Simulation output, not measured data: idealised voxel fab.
Herein follows the process module entitled voxel self aligned vias.
Shown is cross-section cut, with a width of 280 nm and square cells of size 5 nm.
Cross-section spec: square-cell grid; bands listed top down; each band is one or more rows.
It is stipulated that each band's entry specify, in nanometres, the height of the top of the band and then that of its bottom, followed by the materials of the band in left-to-right sequence, each together with its width in nanometres. A single material marked by the word "everywhere" is understood to fill the band from edge to edge; the word "blank" is understood to denote empty space.
Heights are measured from 0, the level below which the as-received wafer is all one material; the lowest band has no bottom and continues downward, written as in "from 0 down".
Width: "30->40" (first number = top row, second number = bottom row, same change from row to row of cells).
The cross-section has no changed cell in any step marked "identical to before".
Under "Closed internal voids" you'll find the enclosed gaps, the ones with no way out to the top, that are 8 cells or bigger; each reads width x height at distance, with distance counted from the left edge, everything in nm.
On each step's line, the part that comes after the settings is the simulator's own comment on the step.
overlay nm: mask right of planned place by this much (step with mask). Neg. = left.
# The process steps that were planned are listed below
- 1: RECEIVE,material Si
- 2: CONFORMAL_DEP,material SiO2,thk nm 15
- 3: CONFORMAL_DEP,material SiCN,thk nm 5
- 4: DIRECTIONAL_DEP,material SiO2,thk nm 20
- 5: MASKED_ETCH,tone open,mask id LINES,width nm 20,pitch nm 45,etch materials SiO2,depth nm 20,overlay nm 0
- 6: CONFORMAL_DEP,material TiN,thk nm 5
- 7: FILL_DEP,material W,thk nm 5
- 8: CMP,height nm 40
- 9: SELECTIVE_ETCH,etch materials W Ru TiN,depth nm 5
- 10: FILL_DEP,material SiN,thk nm 10
- 11: CMP,height nm 40
- 12: DIRECTIONAL_DEP,material SiO2,thk nm 15
- 13: DIRECTIONAL_DEP,material aC,thk nm 10
- 14: PATTERN,tone open,mask id VIAS,material resist,width nm 30,pitch nm 45,thk nm 25,overlay nm 0
- 15: DIRECTIONAL_ETCH,etch materials aC,depth nm 10
- 16: STRIP,etch materials resist
- 17: DIRECTIONAL_ETCH,etch materials SiO2,depth nm 15
- 18: DIRECTIONAL_ETCH,etch materials SiN,depth nm 5
- 19: STRIP,etch materials aC
- 20: CONFORMAL_DEP,material TiN,thk nm 5
- 21: FILL_DEP,material W,thk nm 5
- 22: CMP,height nm 55
- 23: CONFORMAL_DEP,material SiCN,thk nm 5
# Cross-section of the wafer as it came to us, i.e., already through step 1
from 0 down = Si everywhere
Closed internal voids: none
# Same starting wafer, same plan as above, one mistake in the execution; this is the cross-section at the end of the module
from 60 to 55 = SiCN everywhere
from 55 to 45 = 80 SiO2  5 TiN  20 W  5 TiN  15 SiO2  5 TiN  20 W  5 TiN  15 SiO2  5 TiN  20 W  5 TiN  80 SiO2
from 45 to 40 = 80 SiO2  30 TiN  15 SiO2  30 TiN  15 SiO2  30 TiN  80 SiO2
from 40 to 35 = 80 SiN  5 TiN  20 SiO2  5 TiN  15 SiN  5 TiN  20 SiO2  5 TiN  15 SiN  5 TiN  20 SiO2  5 TiN  80 SiN
from 35 to 25 = 80 W  5 TiN  20 SiO2  5 TiN  15 W  5 TiN  20 SiO2  5 TiN  15 W  5 TiN  20 SiO2  5 TiN  80 W
from 25 to 20 = 85 TiN  20 SiO2  25 TiN  20 SiO2  25 TiN  20 SiO2  85 TiN
from 20 to 15 = SiCN everywhere
from 15 to 0 = SiO2 everywhere
from 0 down = Si everywhere
Closed internal voids: none
Diagnosis: step 5 off recipe, ran as MASKED_ETCH,tone cover,mask id LINES,width nm 20,pitch nm 45,etch materials SiO2,depth nm 20,overlay nm 0
